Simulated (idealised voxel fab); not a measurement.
Module name: voxel gate over fins (process module)
FYI the section here is cut, 225 nm wide, cells are 5 nm squares.
If you're reading a cross-section in this doc, picture square cells in a grid; it comes to you as bands, top ones listed first down to the bottom, and a band can be one or more rows of cells.
Top, bottom (nm), then materials left to right with widths (nm); lone material tagged "throughout" fills the whole band edge to edge; "blank" = empty space.
Heights from 0 (as-received wafer is one material below). Bottom band endless downward, as "top 0, no bottom".
Width spec "30->40" -> top row of cells at first value, bottom row at second value, equal per-row change in between.
Where the words "nothing different" appear for a step, the cross-section shows no cell changed by that step; every cell remained as before.
Reported under the label "Sealed internal voids" are the empty spaces having no open way to the top and comprising 8 cells or more; the notation for each is width x height at distance, in which the distance is measured from the left edge and all three values are in nm.
Formally, on a step line, whatever follows the settings is a remark that the simulator itself makes on the step.
For masked steps, "overlay nm" on the step line gives how far right of plan the mask actually lay; a minus sign means it lay to the left.
Reading key. Pairs: pre-step and post-step cross-section, one process step apart; post-step view only to lowest changed band. Step between + settings: beneath pair. Runs: pairs may be from different runs of this module, same starting wafer. Continuation from pair above: only where "Before this step" entry says.
## Before this step
* top 25, bottom 10 = blank 15, then TiAl 190, then blank 20
* top 10, bottom 5 = TiAl 30, then TiN 25, then TiAl 20, then TiN 25, then TiAl 20, then TiN 25, then TiAl 20, then TiN 25, then TiAl 35
* top 5, bottom 0 = TiAl 30, then TiN 5, then HfO2 15, then TiN 5, then TiAl 20, then TiN 5, then HfO2 15, then TiN 5, then TiAl 20, then TiN 5, then HfO2 15, then TiN 5, then TiAl 20, then TiN 5, then HfO2 15, then TiN 5, then TiAl 35
* top 0, bottom -5 = TiAl 30, then TiN 5, then HfO2 5, then Si 5, then HfO2 5, then TiN 5, then TiAl 20, then TiN 5, then HfO2 5, then Si 5, then HfO2 5, then TiN 5, then TiAl 20, then TiN 5, then HfO2 5, then Si 5, then HfO2 5, then TiN 5, then TiAl 20, then TiN 5, then HfO2 5, then Si 5, then HfO2 5, then TiN 5, then TiAl 35
* top -5, bottom -10 = TiN 35, then HfO2 5, then Si 5, then HfO2 5, then TiN 30, then HfO2 5, then Si 5, then HfO2 5, then TiN 30, then HfO2 5, then Si 5, then HfO2 5, then TiN 30, then HfO2 5, then Si 5, then HfO2 5, then TiN 40
* top -10, bottom -15 = HfO2 40, then Si 5, then HfO2 40, then Si 5, then HfO2 40, then Si 5, then HfO2 40, then Si 5, then HfO2 45
* top -15, bottom -35 = SiO2 40, then Si 5, then SiO2 40, then Si 5, then SiO2 40, then Si 5, then SiO2 40, then Si 5, then SiO2 45
* top -35, no bottom = Si throughout
* Sealed internal voids: none
## after
* top 30, bottom 25 = blank 10, then TiN 200, then blank 15
* top 25, bottom 15 = blank 10, then TiN 5, then TiAl 190, then TiN 5, then blank 15
* top 15, bottom 10 = TiN 15, then TiAl 190, then TiN 20
* Heights below 10 show no change.
* Sealed internal voids: none
Between the cross-sections above, the step performed was CONFORMAL_DEP: material TiN, thk nm 5
Before this step: as shown after the step in the preceding pair, directly above.
## after
* top 45, bottom 30 = W throughout
* top 30, bottom 25 = W 10, then TiN 200, then W 15
* top 25, bottom 15 = W 10, then TiN 5, then TiAl 190, then TiN 5, then W 15
* Heights below 15 show no change.
* Sealed internal voids: none
Between the cross-sections above, the step performed was FILL_DEP: material W, thk nm 15
Before this step: as shown after the step in the preceding pair, directly above.
## after
* top 30, bottom 25 = W 10, then TiN 200, then W 15
* Heights below 25 show no change.
* Sealed internal voids: none
Between the cross-sections above, the step performed was CMP: height nm 30
Before this step: as shown after the step in the preceding pair, directly above.
## after
* top 35, bottom 30 = SiCN throughout
* Heights below 30 show no change.
* Sealed internal voids: none
Between the cross-sections above, the step performed was CONFORMAL_DEP: material SiCN, thk nm 5
## Before this step
* top 5, bottom 0 = SiN throughout
* top 0, no bottom = Si throughout
* Sealed internal voids: none
## after
* top 20, bottom 5 = blank 30, then resist 25, then blank 20, then resist 25, then blank 20, then resist 25, then blank 20, then resist 25, then blank 35
* Heights below 5 show no change.
* Sealed internal voids: none
Between the cross-sections above, the step performed was PATTERN: tone cover, mask id FINS, material resist, width nm 25, pitch nm 45, thk nm 15, overlay nm 0
Before this step: as shown after the step in the preceding pair, directly above.
## after
* top 20, bottom 5 = blank 30, then resist 25, then blank 20, then resist 25, then blank 20, then resist 25, then blank 20, then resist 25, then blank 35
* top 5, bottom 0 = blank 30, then SiN 25, then blank 20, then SiN 25, then blank 20, then SiN 25, then blank 20, then SiN 25, then blank 35
* Heights below 0 show no change.
* Sealed internal voids: none
Between the cross-sections above, the step performed was DIRECTIONAL_ETCH: etch materials SiN, depth nm 5
Before this step: as shown after the step in the preceding pair, directly above.
## after
* top 20, bottom 5 = blank 30, then resist 25, then blank 20, then resist 25, then blank 20, then resist 25, then blank 20, then resist 25, then blank 35
* top 5, bottom 0 = blank 30, then SiN 25, then blank 20, then SiN 25, then blank 20, then SiN 25, then blank 20, then SiN 25, then blank 35
* top 0, bottom -30 = blank 30, then Si 25, then blank 20, then Si 25, then blank 20, then Si 25, then blank 20, then Si 25, then blank 35
* Heights below -30 show no change.
* Sealed internal voids: none
Between the cross-sections above, the step performed was DIRECTIONAL_ETCH: etch materials Si, depth nm 30
Before this step: as shown after the step in the preceding pair, directly above.
## after
* top 5, bottom 0 = blank 30, then SiN 25, then blank 20, then SiN 25, then blank 20, then SiN 25, then blank 20, then SiN 25, then blank 35
* Heights below 0 show no change.
* Sealed internal voids: none
Between the cross-sections above, the step performed was STRIP: etch materials resist
Before this step: as shown after the step in the preceding pair, directly above.
## after
* top 5, bottom 0 = blank 30, then SiN 25, then blank 20, then SiN 25, then blank 20, then SiN 25, then blank 20, then SiN 25, then blank 35
* top 0, bottom -30 = blank 30, then SiO2 5, then Si 15, then SiO2 5, then blank 20, then SiO2 5, then Si 15, then SiO2 5, then blank 20, then SiO2 5, then Si 15, then SiO2 5, then blank 20, then SiO2 5, then Si 15, then SiO2 5, then blank 35
* top -30, bottom -35 = SiO2 35, then Si 15, then SiO2 30, then Si 15, then SiO2 30, then Si 15, then SiO2 30, then Si 15, then SiO2 40
* Heights below -35 show no change.
* Sealed internal voids: none
Between the cross-sections above, the step performed was OXIDIZE: depth nm 5
Before this step: as shown after the step in the preceding pair, directly above.
## after
* top 15, bottom 5 = SiO2 throughout
* top 5, bottom 0 = SiO2 30, then SiN 25, then SiO2 20, then SiN 25, then SiO2 20, then SiN 25, then SiO2 20, then SiN 25, then SiO2 35
* top 0, bottom -35 = SiO2 35, then Si 15, then SiO2 30, then Si 15, then SiO2 30, then Si 15, then SiO2 30, then Si 15, then SiO2 40
* Heights below -35 show no change.
* Sealed internal voids: none
Between the cross-sections above, the step performed was FILL_DEP: material SiO2, thk nm 10
Before this step: as shown after the step in the preceding pair, directly above.
## after
* top 5, bottom 0 = SiO2 30, then SiN 25, then SiO2 20, then SiN 25, then SiO2 20, then SiN 25, then SiO2 20, then SiN 25, then SiO2 35
* Heights below 0 show no change.
* Sealed internal voids: none
Between the cross-sections above, the step performed was CMP: height nm 5
Before this step: as shown after the step in the preceding pair, directly above.
## after
* top 5, bottom 0 = blank 30, then SiN 25, then blank 20, then SiN 25, then blank 20, then SiN 25, then blank 20, then SiN 25, then blank 35
* top 0, bottom -15 = blank 35, then Si 15, then blank 30, then Si 15, then blank 30, then Si 15, then blank 30, then Si 15, then blank 40
* Heights below -15 show no change.
* Sealed internal voids: none
Between the cross-sections above, the step performed was SELECTIVE_ETCH: etch materials SiO2, depth nm 20
Before this step: as shown after the step in the preceding pair, directly above.
## after
* top 0, bottom -15 = blank 35, then Si 15, then blank 30, then Si 15, then blank 30, then Si 15, then blank 30, then Si 15, then blank 40
* Heights below -15 show no change.
* Sealed internal voids: none
Between the cross-sections above, the step performed was STRIP: etch materials SiN
Before this step: as shown after the step in the preceding pair, directly above.
## after
* top 5, bottom 0 = blank 30, then HfO2 25, then blank 20, then HfO2 25, then blank 20, then HfO2 25, then blank 20, then HfO2 25, then blank 35
* top 0, bottom -10 = blank 30, then HfO2 5, then Si 15, then HfO2 5, then blank 20, then HfO2 5, then Si 15, then HfO2 5, then blank 20, then HfO2 5, then Si 15, then HfO2 5, then blank 20, then HfO2 5, then Si 15, then HfO2 5, then blank 35
* top -10, bottom -15 = HfO2 35, then Si 15, then HfO2 30, then Si 15, then HfO2 30, then Si 15, then HfO2 30, then Si 15, then HfO2 40
* Heights below -15 show no change.
* Sealed internal voids: none
Between the cross-sections above, the step performed was CONFORMAL_DEP: material HfO2, thk nm 5
Before this step: as shown after the step in the preceding pair, directly above.
## after
* top 10, bottom 5 = blank 25, then TiN 35, then blank 10, then TiN 35, then blank 10, then TiN 35, then blank 10, then TiN 35, then blank 30
* top 5, bottom 0 = blank 25, then TiN 5, then HfO2 25, then TiN 5, then blank 10, then TiN 5, then HfO2 25, then TiN 5, then blank 10, then TiN 5, then HfO2 25, then TiN 5, then blank 10, then TiN 5, then HfO2 25, then TiN 5, then blank 30
* top 0, bottom -5 = blank 25, then TiN 5, then HfO2 5, then Si 15, then HfO2 5, then TiN 5, then blank 10, then TiN 5, then HfO2 5, then Si 15, then HfO2 5, then TiN 5, then blank 10, then TiN 5, then HfO2 5, then Si 15, then HfO2 5, then TiN 5, then blank 10, then TiN 5, then HfO2 5, then Si 15, then HfO2 5, then TiN 5, then blank 30
* top -5, bottom -10 = TiN 30, then HfO2 5, then Si 15, then HfO2 5, then TiN 20, then HfO2 5, then Si 15, then HfO2 5, then TiN 20, then HfO2 5, then Si 15, then HfO2 5, then TiN 20, then HfO2 5, then Si 15, then HfO2 5, then TiN 35
* Heights below -10 show no change.
* Sealed internal voids: none
Between the cross-sections above, the step performed was CONFORMAL_DEP: material TiN, thk nm 5
Before this step: as shown after the step in the preceding pair, directly above.
## after
* top 15, bottom 10 = blank 20, then TiAl 180, then blank 25
* top 10, bottom 5 = blank 20, then TiAl 5, then TiN 35, then TiAl 10, then TiN 35, then TiAl 10, then TiN 35, then TiAl 10, then TiN 35, then TiAl 5, then blank 25
* top 5, bottom 0 = blank 20, then TiAl 5, then TiN 5, then HfO2 25, then TiN 5, then TiAl 10, then TiN 5, then HfO2 25, then TiN 5, then TiAl 10, then TiN 5, then HfO2 25, then TiN 5, then TiAl 10, then TiN 5, then HfO2 25, then TiN 5, then TiAl 5, then blank 25
* top 0, bottom -5 = TiAl 25, then TiN 5, then HfO2 5, then Si 15, then HfO2 5, then TiN 5, then TiAl 10, then TiN 5, then HfO2 5, then Si 15, then HfO2 5, then TiN 5, then TiAl 10, then TiN 5, then HfO2 5, then Si 15, then HfO2 5, then TiN 5, then TiAl 10, then TiN 5, then HfO2 5, then Si 15, then HfO2 5, then TiN 5, then TiAl 30
* Heights below -5 show no change.
* Sealed internal voids: none
Between the cross-sections above, the step performed was CONFORMAL_DEP: material TiAl, thk nm 5
Before this step: as shown after the step in the preceding pair, directly above.
## after
* top 20, bottom 15 = blank 15, then TiN 190, then blank 20
* top 15, bottom 10 = blank 15, then TiN 5, then TiAl 180, then TiN 5, then blank 20
* top 10, bottom 5 = blank 15, then TiN 5, then TiAl 5, then TiN 35, then TiAl 10, then TiN 35, then TiAl 10, then TiN 35, then TiAl 10, then TiN 35, then TiAl 5, then TiN 5, then blank 20
* top 5, bottom 0 = TiN 20, then TiAl 5, then TiN 5, then HfO2 25, then TiN 5, then TiAl 10, then TiN 5, then HfO2 25, then TiN 5, then TiAl 10, then TiN 5, then HfO2 25, then TiN 5, then TiAl 10, then TiN 5, then HfO2 25, then TiN 5, then TiAl 5, then TiN 25
* Heights below 0 show no change.
* Sealed internal voids: none
Between the cross-sections above, the step performed was CONFORMAL_DEP: material TiN, thk nm 5
Before this step: as shown after the step in the preceding pair, directly above.
## after
* top 35, bottom 20 = W throughout
* top 20, bottom 15 = W 15, then TiN 190, then W 20
* top 15, bottom 10 = W 15, then TiN 5, then TiAl 180, then TiN 5, then W 20
* top 10, bottom 5 = W 15, then TiN 5, then TiAl 5, then TiN 35, then TiAl 10, then TiN 35, then TiAl 10, then TiN 35, then TiAl 10, then TiN 35, then TiAl 5, then TiN 5, then W 20
* Heights below 5 show no change.
* Sealed internal voids: none
Between the cross-sections above, the step performed was FILL_DEP: material W, thk nm 15
Before this step: as shown after the step in the preceding pair, directly above.
## after
* top 30, bottom 20 = W throughout
* Heights below 20 show no change.
* Sealed internal voids: none
Between the cross-sections above, the step performed was CMP: height nm 30
Before this step: as shown after the step in the preceding pair, directly above.
## after
* top 35, bottom 30 = SiCN throughout
* Heights below 30 show no change.
* Sealed internal voids: none
Between the cross-sections above, the step performed was CONFORMAL_DEP: material SiCN, thk nm 5
## Before this step
* top 5, bottom 0 = SiN throughout
* top 0, no bottom = Si throughout
* Sealed internal voids: none
## after
* top 20, bottom 5 = blank 45, then resist 15, then blank 30, then resist 15, then blank 30, then resist 15, then blank 30, then resist 15, then blank 30
* Heights below 5 show no change.
* Sealed internal voids: none
Between the cross-sections above, the step performed was PATTERN: tone cover, mask id FINS, material resist, width nm 15, pitch nm 45, thk nm 15, overlay nm 10
Before this step: as shown after the step in the preceding pair, directly above.
## after
* top 20, bottom 5 = blank 45, then resist 15, then blank 30, then resist 15, then blank 30, then resist 15, then blank 30, then resist 15, then blank 30
* top 5, bottom 0 = blank 45, then SiN 15, then blank 30, then SiN 15, then blank 30, then SiN 15, then blank 30, then SiN 15, then blank 30
* Heights below 0 show no change.
* Sealed internal voids: none
Between the cross-sections above, the step performed was DIRECTIONAL_ETCH: etch materials SiN, depth nm 5
Before this step: as shown after the step in the preceding pair, directly above.
## after
* top 20, bottom 5 = blank 45, then resist 15, then blank 30, then resist 15, then blank 30, then resist 15, then blank 30, then resist 15, then blank 30
* top 5, bottom 0 = blank 45, then SiN 15, then blank 30, then SiN 15, then blank 30, then SiN 15, then blank 30, then SiN 15, then blank 30
* top 0, bottom -30 = blank 45, then Si 15, then blank 30, then Si 15, then blank 30, then Si 15, then blank 30, then Si 15, then blank 30
* Heights below -30 show no change.
* Sealed internal voids: none
Between the cross-sections above, the step performed was DIRECTIONAL_ETCH: etch materials Si, depth nm 30
Before this step: as shown after the step in the preceding pair, directly above.
## after
* top 5, bottom 0 = blank 45, then SiN 15, then blank 30, then SiN 15, then blank 30, then SiN 15, then blank 30, then SiN 15, then blank 30
* Heights below 0 show no change.
* Sealed internal voids: none
Between the cross-sections above, the step performed was STRIP: etch materials resist
Before this step: as shown after the step in the preceding pair, directly above.
## after
* top 5, bottom 0 = blank 45, then SiN 15, then blank 30, then SiN 15, then blank 30, then SiN 15, then blank 30, then SiN 15, then blank 30
* top 0, bottom -30 = blank 45, then SiO2 5, then Si 5, then SiO2 5, then blank 30, then SiO2 5, then Si 5, then SiO2 5, then blank 30, then SiO2 5, then Si 5, then SiO2 5, then blank 30, then SiO2 5, then Si 5, then SiO2 5, then blank 30
* top -30, bottom -35 = SiO2 50, then Si 5, then SiO2 40, then Si 5, then SiO2 40, then Si 5, then SiO2 40, then Si 5, then SiO2 35
* Heights below -35 show no change.
* Sealed internal voids: none
Between the cross-sections above, the step performed was OXIDIZE: depth nm 5
Before this step: as shown after the step in the preceding pair, directly above.
## after
* top 15, bottom 5 = SiO2 throughout
* top 5, bottom 0 = SiO2 45, then SiN 15, then SiO2 30, then SiN 15, then SiO2 30, then SiN 15, then SiO2 30, then SiN 15, then SiO2 30
* top 0, bottom -35 = SiO2 50, then Si 5, then SiO2 40, then Si 5, then SiO2 40, then Si 5, then SiO2 40, then Si 5, then SiO2 35
* Heights below -35 show no change.
* Sealed internal voids: none
Between the cross-sections above, the step performed was FILL_DEP: material SiO2, thk nm 10
Before this step: as shown after the step in the preceding pair, directly above.
## after
* top 5, bottom 0 = SiO2 45, then SiN 15, then SiO2 30, then SiN 15, then SiO2 30, then SiN 15, then SiO2 30, then SiN 15, then SiO2 30
* Heights below 0 show no change.
* Sealed internal voids: none
Between the cross-sections above, the step performed was CMP: height nm 5
Before this step: as shown after the step in the preceding pair, directly above.
## after
* top 5, bottom 0 = blank 45, then SiN 15, then blank 30, then SiN 15, then blank 30, then SiN 15, then blank 30, then SiN 15, then blank 30
* top 0, bottom -15 = blank 50, then Si 5, then blank 40, then Si 5, then blank 40, then Si 5, then blank 40, then Si 5, then blank 35
* Heights below -15 show no change.
* Sealed internal voids: none
Between the cross-sections above, the step performed was SELECTIVE_ETCH: etch materials SiO2, depth nm 20
Before this step: as shown after the step in the preceding pair, directly above.
## after
* top 0, bottom -15 = blank 50, then Si 5, then blank 40, then Si 5, then blank 40, then Si 5, then blank 40, then Si 5, then blank 35
* Heights below -15 show no change.
* Sealed internal voids: none
Between the cross-sections above, the step performed was STRIP: etch materials SiN
Before this step: as shown after the step in the preceding pair, directly above.
## after
* top 5, bottom 0 = blank 45, then HfO2 15, then blank 30, then HfO2 15, then blank 30, then HfO2 15, then blank 30, then HfO2 15, then blank 30
* top 0, bottom -10 = blank 45, then HfO2 5, then Si 5, then HfO2 5, then blank 30, then HfO2 5, then Si 5, then HfO2 5, then blank 30, then HfO2 5, then Si 5, then HfO2 5, then blank 30, then HfO2 5, then Si 5, then HfO2 5, then blank 30
* top -10, bottom -15 = HfO2 50, then Si 5, then HfO2 40, then Si 5, then HfO2 40, then Si 5, then HfO2 40, then Si 5, then HfO2 35
* Heights below -15 show no change.
* Sealed internal voids: none
Between the cross-sections above, the step performed was CONFORMAL_DEP: material HfO2, thk nm 5
Before this step: as shown after the step in the preceding pair, directly above.
## after
* top 10, bottom 5 = blank 40, then TiN 25, then blank 20, then TiN 25, then blank 20, then TiN 25, then blank 20, then TiN 25, then blank 25
* top 5, bottom 0 = blank 40, then TiN 5, then HfO2 15, then TiN 5, then blank 20, then TiN 5, then HfO2 15, then TiN 5, then blank 20, then TiN 5, then HfO2 15, then TiN 5, then blank 20, then TiN 5, then HfO2 15, then TiN 5, then blank 25
* top 0, bottom -5 = blank 40, then TiN 5, then HfO2 5, then Si 5, then HfO2 5, then TiN 5, then blank 20, then TiN 5, then HfO2 5, then Si 5, then HfO2 5, then TiN 5, then blank 20, then TiN 5, then HfO2 5, then Si 5, then HfO2 5, then TiN 5, then blank 20, then TiN 5, then HfO2 5, then Si 5, then HfO2 5, then TiN 5, then blank 25
* top -5, bottom -10 = TiN 45, then HfO2 5, then Si 5, then HfO2 5, then TiN 30, then HfO2 5, then Si 5, then HfO2 5, then TiN 30, then HfO2 5, then Si 5, then HfO2 5, then TiN 30, then HfO2 5, then Si 5, then HfO2 5, then TiN 30
* Heights below -10 show no change.
* Sealed internal voids: none
Between the cross-sections above, the step performed was CONFORMAL_DEP: material TiN, thk nm 5
Before this step: as shown after the step in the preceding pair, directly above.
## after
* top 15, bottom 10 = blank 35, then TiAl 35, then blank 10, then TiAl 35, then blank 10, then TiAl 35, then blank 10, then TiAl 35, then blank 20
* top 10, bottom 5 = blank 35, then TiAl 5, then TiN 25, then TiAl 5, then blank 10, then TiAl 5, then TiN 25, then TiAl 5, then blank 10, then TiAl 5, then TiN 25, then TiAl 5, then blank 10, then TiAl 5, then TiN 25, then TiAl 5, then blank 20
* top 5, bottom 0 = blank 35, then TiAl 5, then TiN 5, then HfO2 15, then TiN 5, then TiAl 5, then blank 10, then TiAl 5, then TiN 5, then HfO2 15, then TiN 5, then TiAl 5, then blank 10, then TiAl 5, then TiN 5, then HfO2 15, then TiN 5, then TiAl 5, then blank 10, then TiAl 5, then TiN 5, then HfO2 15, then TiN 5, then TiAl 5, then blank 20
* top 0, bottom -5 = TiAl 40, then TiN 5, then HfO2 5, then Si 5, then HfO2 5, then TiN 5, then TiAl 20, then TiN 5, then HfO2 5, then Si 5, then HfO2 5, then TiN 5, then TiAl 20, then TiN 5, then HfO2 5, then Si 5, then HfO2 5, then TiN 5, then TiAl 20, then TiN 5, then HfO2 5, then Si 5, then HfO2 5, then TiN 5, then TiAl 25
* Heights below -5 show no change.
* Sealed internal voids: none
Between the cross-sections above, the step performed was CONFORMAL_DEP: material TiAl, thk nm 5
Before this step: as shown after the step in the preceding pair, directly above.
## after
* top 20, bottom 15 = blank 30, then TiN 180, then blank 15
* top 15, bottom 10 = blank 30, then TiN 5, then TiAl 35, then TiN 10, then TiAl 35, then TiN 10, then TiAl 35, then TiN 10, then TiAl 35, then TiN 5, then blank 15
* top 10, bottom 5 = blank 30, then TiN 5, then TiAl 5, then TiN 25, then TiAl 5, then TiN 10, then TiAl 5, then TiN 25, then TiAl 5, then TiN 10, then TiAl 5, then TiN 25, then TiAl 5, then TiN 10, then TiAl 5, then TiN 25, then TiAl 5, then TiN 5, then blank 15
* top 5, bottom 0 = TiN 35, then TiAl 5, then TiN 5, then HfO2 15, then TiN 5, then TiAl 5, then TiN 10, then TiAl 5, then TiN 5, then HfO2 15, then TiN 5, then TiAl 5, then TiN 10, then TiAl 5, then TiN 5, then HfO2 15, then TiN 5, then TiAl 5, then TiN 10, then TiAl 5, then TiN 5, then HfO2 15, then TiN 5, then TiAl 5, then TiN 20
* Heights below 0 show no change.
* Sealed internal voids: none
Between the cross-sections above, the step performed was CONFORMAL_DEP: material TiN, thk nm 5
Before this step: as shown after the step in the preceding pair, directly above.
## after
* top 35, bottom 20 = W throughout
* top 20, bottom 15 = W 30, then TiN 180, then W 15
* top 15, bottom 10 = W 30, then TiN 5, then TiAl 35, then TiN 10, then TiAl 35, then TiN 10, then TiAl 35, then TiN 10, then TiAl 35, then TiN 5, then W 15
* top 10, bottom 5 = W 30, then TiN 5, then TiAl 5, then TiN 25, then TiAl 5, then TiN 10, then TiAl 5, then TiN 25, then TiAl 5, then TiN 10, then TiAl 5, then TiN 25, then TiAl 5, then TiN 10, then TiAl 5, then TiN 25, then TiAl 5, then TiN 5, then W 15
* Heights below 5 show no change.
* Sealed internal voids: none
Between the cross-sections above, the step performed was FILL_DEP: material W, thk nm 15
Before this step: as shown after the step in the preceding pair, directly above.
## after
* top 30, bottom 20 = W throughout
* Heights below 20 show no change.
* Sealed internal voids: none
Between the cross-sections above, the step performed was CMP: height nm 30
Before this step: as shown after the step in the preceding pair, directly above.
## after
* top 35, bottom 30 = SiCN throughout
* Heights below 30 show no change.
* Sealed internal voids: none
Between the cross-sections above, the step performed was CONFORMAL_DEP: material SiCN, thk nm 5
## Before this step
* top 15, bottom 10 = blank 25, then TiAl 35, then blank 10, then TiAl 35, then blank 10, then TiAl 35, then blank 10, then TiAl 35, then blank 30
* top 10, bottom 5 = blank 25, then TiAl 5, then TiN 25, then TiAl 5, then blank 10, then TiAl 5, then TiN 25, then TiAl 5, then blank 10, then TiAl 5, then TiN 25, then TiAl 5, then blank 10, then TiAl 5, then TiN 25, then TiAl 5, then blank 30
* top 5, bottom 0 = blank 25, then TiAl 5, then TiN 5, then HfO2 15, then TiN 5, then TiAl 5, then blank 10, then TiAl 5, then TiN 5, then HfO2 15, then TiN 5, then TiAl 5, then blank 10, then TiAl 5, then TiN 5, then HfO2 15, then TiN 5, then TiAl 5, then blank 10, then TiAl 5, then TiN 5, then HfO2 15, then TiN 5, then TiAl 5, then blank 30
* top 0, bottom -5 = TiAl 30, then TiN 5, then HfO2 5, then Si 5, then HfO2 5, then TiN 5, then TiAl 20, then TiN 5, then HfO2 5, then Si 5, then HfO2 5, then TiN 5, then TiAl 20, then TiN 5, then HfO2 5, then Si 5, then HfO2 5, then TiN 5, then TiAl 20, then TiN 5, then HfO2 5, then Si 5, then HfO2 5, then TiN 5, then TiAl 35
* top -5, bottom -10 = TiN 35, then HfO2 5, then Si 5, then HfO2 5, then TiN 30, then HfO2 5, then Si 5, then HfO2 5, then TiN 30, then HfO2 5, then Si 5, then HfO2 5, then TiN 30, then HfO2 5, then Si 5, then HfO2 5, then TiN 40
* top -10, bottom -15 = HfO2 40, then Si 5, then HfO2 40, then Si 5, then HfO2 40, then Si 5, then HfO2 40, then Si 5, then HfO2 45
* top -15, bottom -35 = SiO2 40, then Si 5, then SiO2 40, then Si 5, then SiO2 40, then Si 5, then SiO2 40, then Si 5, then SiO2 45
* top -35, no bottom = Si throughout
* Sealed internal voids: none
## after
* top 20, bottom 15 = blank 20, then HfO2 180, then blank 25
* top 15, bottom 10 = blank 20, then HfO2 5, then TiAl 35, then HfO2 10, then TiAl 35, then HfO2 10, then TiAl 35, then HfO2 10, then TiAl 35, then HfO2 5, then blank 25
* top 10, bottom 5 = blank 20, then HfO2 5, then TiAl 5, then TiN 25, then TiAl 5, then HfO2 10, then TiAl 5, then TiN 25, then TiAl 5, then HfO2 10, then TiAl 5, then TiN 25, then TiAl 5, then HfO2 10, then TiAl 5, then TiN 25, then TiAl 5, then HfO2 5, then blank 25
* top 5, bottom 0 = HfO2 25, then TiAl 5, then TiN 5, then HfO2 15, then TiN 5, then TiAl 5, then HfO2 10, then TiAl 5, then TiN 5, then HfO2 15, then TiN 5, then TiAl 5, then HfO2 10, then TiAl 5, then TiN 5, then HfO2 15, then TiN 5, then TiAl 5, then HfO2 10, then TiAl 5, then TiN 5, then HfO2 15, then TiN 5, then TiAl 5, then HfO2 30
* Heights below 0 show no change.
* Sealed internal voids: none
Between the cross-sections above, the step performed was CONFORMAL_DEP: material HfO2, thk nm 5
Before this step: as shown after the step in the preceding pair, directly above.
## after
* top 35, bottom 20 = W throughout
* top 20, bottom 15 = W 20, then HfO2 180, then W 25
* top 15, bottom 10 = W 20, then HfO2 5, then TiAl 35, then HfO2 10, then TiAl 35, then HfO2 10, then TiAl 35, then HfO2 10, then TiAl 35, then HfO2 5, then W 25
* top 10, bottom 5 = W 20, then HfO2 5, then TiAl 5, then TiN 25, then TiAl 5, then HfO2 10, then TiAl 5, then TiN 25, then TiAl 5, then HfO2 10, then TiAl 5, then TiN 25, then TiAl 5, then HfO2 10, then TiAl 5, then TiN 25, then TiAl 5, then HfO2 5, then W 25
* Heights below 5 show no change.
* Sealed internal voids: none
Between the cross-sections above, the step performed was FILL_DEP: material W, thk nm 15
Before this step: as shown after the step in the preceding pair, directly above.
## after
* top 30, bottom 20 = W throughout
* Heights below 20 show no change.
* Sealed internal voids: none
Between the cross-sections above, the step performed was CMP: height nm 30
Before this step: as shown after the step in the preceding pair, directly above.
## after
* top 35, bottom 30 = SiCN throughout
* Heights below 30 show no change.
* Sealed internal voids: none
Between the cross-sections above, the step performed was CONFORMAL_DEP: material SiCN, thk nm 5
## Before this step
* top 5, bottom 0 = SiN throughout
* top 0, no bottom = Si throughout
* Sealed internal voids: none
## after
* top 20, bottom 5 = resist 35, then blank 15, then resist 30, then blank 15, then resist 30, then blank 15, then resist 30, then blank 15, then resist 40
* Heights below 5 show no change.
* Sealed internal voids: none
Between the cross-sections above, the step performed was PATTERN: tone open, mask id FINS, material resist, width nm 15, pitch nm 45, thk nm 15, overlay nm 0
Before this step: as shown after the step in the preceding pair, directly above.
## after
* top 20, bottom 5 = resist 35, then blank 15, then resist 30, then blank 15, then resist 30, then blank 15, then resist 30, then blank 15, then resist 40
* top 5, bottom 0 = SiN 35, then blank 15, then SiN 30, then blank 15, then SiN 30, then blank 15, then SiN 30, then blank 15, then SiN 40
* Heights below 0 show no change.
* Sealed internal voids: none
Between the cross-sections above, the step performed was DIRECTIONAL_ETCH: etch materials SiN, depth nm 5
Before this step: as shown after the step in the preceding pair, directly above.
## after
* top 20, bottom 5 = resist 35, then blank 15, then resist 30, then blank 15, then resist 30, then blank 15, then resist 30, then blank 15, then resist 40
* top 5, bottom 0 = SiN 35, then blank 15, then SiN 30, then blank 15, then SiN 30, then blank 15, then SiN 30, then blank 15, then SiN 40
* top 0, bottom -30 = Si 35, then blank 15, then Si 30, then blank 15, then Si 30, then blank 15, then Si 30, then blank 15, then Si 40
* Heights below -30 show no change.
* Sealed internal voids: none
Between the cross-sections above, the step performed was DIRECTIONAL_ETCH: etch materials Si, depth nm 30
Before this step: as shown after the step in the preceding pair, directly above.
## after
* top 5, bottom 0 = SiN 35, then blank 15, then SiN 30, then blank 15, then SiN 30, then blank 15, then SiN 30, then blank 15, then SiN 40
* Heights below 0 show no change.
* Sealed internal voids: none
Between the cross-sections above, the step performed was STRIP: etch materials resist
Before this step: as shown after the step in the preceding pair, directly above.
## after
* top 5, bottom 0 = SiN 35, then blank 15, then SiN 30, then blank 15, then SiN 30, then blank 15, then SiN 30, then blank 15, then SiN 40
* top 0, bottom -30 = Si 30, then SiO2 5, then blank 15, then SiO2 5, then Si 20, then SiO2 5, then blank 15, then SiO2 5, then Si 20, then SiO2 5, then blank 15, then SiO2 5, then Si 20, then SiO2 5, then blank 15, then SiO2 5, then Si 35
* top -30, bottom -35 = Si 30, then SiO2 25, then Si 20, then SiO2 25, then Si 20, then SiO2 25, then Si 20, then SiO2 25, then Si 35
* Heights below -35 show no change.
* Sealed internal voids: none
Between the cross-sections above, the step performed was OXIDIZE: depth nm 5
Before this step: as shown after the step in the preceding pair, directly above.
## after
* top 15, bottom 5 = SiO2 throughout
* top 5, bottom 0 = SiN 35, then SiO2 15, then SiN 30, then SiO2 15, then SiN 30, then SiO2 15, then SiN 30, then SiO2 15, then SiN 40
* top 0, bottom -35 = Si 30, then SiO2 25, then Si 20, then SiO2 25, then Si 20, then SiO2 25, then Si 20, then SiO2 25, then Si 35
* Heights below -35 show no change.
* Sealed internal voids: none
Between the cross-sections above, the step performed was FILL_DEP: material SiO2, thk nm 10
Before this step: as shown after the step in the preceding pair, directly above.
## after
* top 5, bottom 0 = SiN 35, then SiO2 15, then SiN 30, then SiO2 15, then SiN 30, then SiO2 15, then SiN 30, then SiO2 15, then SiN 40
* Heights below 0 show no change.
* Sealed internal voids: none
Between the cross-sections above, the step performed was CMP: height nm 5
Before this step: as shown after the step in the preceding pair, directly above.
## after
* top 5, bottom 0 = SiN 35, then blank 15, then SiN 30, then blank 15, then SiN 30, then blank 15, then SiN 30, then blank 15, then SiN 40
* top 0, bottom -15 = Si 30, then blank 25, then Si 20, then blank 25, then Si 20, then blank 25, then Si 20, then blank 25, then Si 35
* Heights below -15 show no change.
* Sealed internal voids: none
Between the cross-sections above, the step performed was SELECTIVE_ETCH: etch materials SiO2, depth nm 20
Before this step: as shown after the step in the preceding pair, directly above.
## after
* top 0, bottom -15 = Si 30, then blank 25, then Si 20, then blank 25, then Si 20, then blank 25, then Si 20, then blank 25, then Si 35
* Heights below -15 show no change.
* Sealed internal voids: none
Between the cross-sections above, the step performed was STRIP: etch materials SiN
